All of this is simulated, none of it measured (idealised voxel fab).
process module | voxel wiring stack
cross-section cut | 285 nm wide | cells 5 nm
A cross-section is a grid of square cells, given in bands from the top down. A band is one or more rows of cells.
Each band's line starts with the height of the band's top and of its bottom, in nm. Then come its materials from left to right, each with its width in nm. One material with "throughout" fills the band from edge to edge. "air" is empty space.
Height 0 is the level under which the wafer as received is all one material. The lowest band goes on downwards, as in "0 down".
A width such as "30 to 40" changes by the same amount from each row of cells to the next, from the band's top row to its bottom row.
"no change" after a step means that no cell of the cross-section changed.
closed voids: empty space of 8 cells or more with no open way to the top, each as width x height at its distance from the left edge, in nm
after a step's settings: what the simulator itself notes on the step
overlay nm, on a step with a mask: how far to the right of its planned place the mask lay; to the left if negative
plan
1 op RECEIVE | material Si
2 op CONFORMAL_DEP | material SiO2 | thk nm 15
3 op CONFORMAL_DEP | material SiN | thk nm 5
4 op DIRECTIONAL_DEP | material SiO2 | thk nm 20
5 op DIRECTIONAL_DEP | material aC | thk nm 15
6 op PATTERN | tone open | mask id METAL_1 | material resist | width nm 25 | pitch nm 50 | thk nm 35 | overlay nm 0
7 op DIRECTIONAL_ETCH | etch materials aC | depth nm 15
8 op STRIP | etch materials resist
9 op DIRECTIONAL_ETCH | etch materials SiO2 | depth nm 20
10 op DIRECTIONAL_ETCH | etch materials SiN | depth nm 5
11 op STRIP | etch materials aC
12 op CONFORMAL_DEP | material TiN | thk nm 5
13 op FILL_DEP | material W | thk nm 5
14 op CMP | height nm 40
15 op EPI | material Ru | thk nm 5
16 op FILL_DEP | material SiCN | thk nm 5
17 op DIRECTIONAL_DEP | material SiO2 | thk nm 15
18 op PATTERN | tone open | mask id PLUG_1 | material resist | width nm 15 | pitch nm 50 | thk nm 20 | overlay nm 0
19 op DIRECTIONAL_ETCH | etch materials SiO2 | depth nm 15
20 op DIRECTIONAL_ETCH | etch materials SiCN | depth nm 5
21 op STRIP | etch materials resist
22 op CONFORMAL_DEP | material TiN | thk nm 5
23 op FILL_DEP | material Ru | thk nm 10
24 op CMP | height nm 65
25 op CONFORMAL_DEP | material SiN | thk nm 5
26 op DIRECTIONAL_DEP | material lowk | thk nm 20
27 op MASKED_ETCH | tone open | mask id METAL_2 | width nm 25 | pitch nm 50 | etch materials lowk | depth nm 20 | overlay nm 0
28 op MASKED_ETCH | tone open | mask id METAL_2 | width nm 25 | pitch nm 50 | etch materials SiN | depth nm 5 | overlay nm 0
29 op CONFORMAL_DEP | material TiN | thk nm 5
30 op FILL_DEP | material Cu | thk nm 5
31 op CMP | height nm 90
32 op CONFORMAL_DEP | material SiCN | thk nm 5
as received, after step 1
  0 down: Si throughout
  closed voids: none
first wafer at the end, as planned
  95 to 90: SiCN throughout
  90 to 70: lowk 80 | TiN 5 | Cu 15 | TiN 5 | lowk 25 | TiN 5 | Cu 15 | TiN 5 | lowk 25 | TiN 5 | Cu 15 | TiN 5 | lowk 80
  70 to 65: SiN 80 | TiN 25 | SiN 25 | TiN 25 | SiN 25 | TiN 25 | SiN 80
  65 to 50: SiO2 80 | TiN 5 | Ru 5 | TiN 5 | SiO2 35 | TiN 5 | Ru 5 | TiN 5 | SiO2 35 | TiN 5 | Ru 5 | TiN 5 | SiO2 90
  50 to 45: SiCN 80 | TiN 15 | SiCN 35 | TiN 15 | SiCN 35 | TiN 15 | SiCN 90
  45 to 40: SiCN 75 | Ru 35 | SiCN 15 | Ru 35 | SiCN 15 | Ru 35 | SiCN 75
  40 to 20: SiO2 80 | TiN 5 | W 15 | TiN 5 | SiO2 25 | TiN 5 | W 15 | TiN 5 | SiO2 25 | TiN 5 | W 15 | TiN 5 | SiO2 80
  20 to 15: SiN 80 | TiN 25 | SiN 25 | TiN 25 | SiN 25 | TiN 25 | SiN 80
  15 to 0: SiO2 throughout
  0 down: Si throughout
  closed voids: none
second wafer at the end: like start, like plan, one mistake
  95 to 90: SiCN throughout
  90 to 70: lowk 80 | TiN 5 | Cu 15 | TiN 5 | lowk 25 | TiN 5 | Cu 15 | TiN 5 | lowk 25 | TiN 5 | Cu 15 | TiN 5 | lowk 80
  70 to 65: SiN 80 | TiN 25 | SiN 25 | TiN 25 | SiN 25 | TiN 25 | SiN 80
  65 to 50: SiO2 80 | TiN 5 | Ru 5 | TiN 5 | SiO2 35 | TiN 5 | Ru 5 | TiN 5 | SiO2 35 | TiN 5 | Ru 5 | TiN 5 | SiO2 90
  50 to 45: SiCN 80 | TiN 15 | SiCN 35 | TiN 15 | SiCN 35 | TiN 15 | SiCN 90
  45 to 40: SiCN 75 | Ru 35 | SiCN 15 | Ru 35 | SiCN 15 | Ru 35 | SiCN 75
  40 to 35: SiO2 80 | TiN 5 | W 15 | TiN 5 | SiO2 25 | TiN 5 | W 15 | TiN 5 | SiO2 25 | TiN 5 | W 15 | TiN 5 | SiO2 80
  35 to 30: SiN 80 | TiN 25 | SiN 25 | TiN 25 | SiN 25 | TiN 25 | SiN 80
  30 to 0: SiO2 throughout
  0 down: Si throughout
  closed voids: none
what went wrong: step 2 was run twice
at the end the second wafer has, in cells: 45 more of SiO2 | 18 fewer of TiN | 27 fewer of W
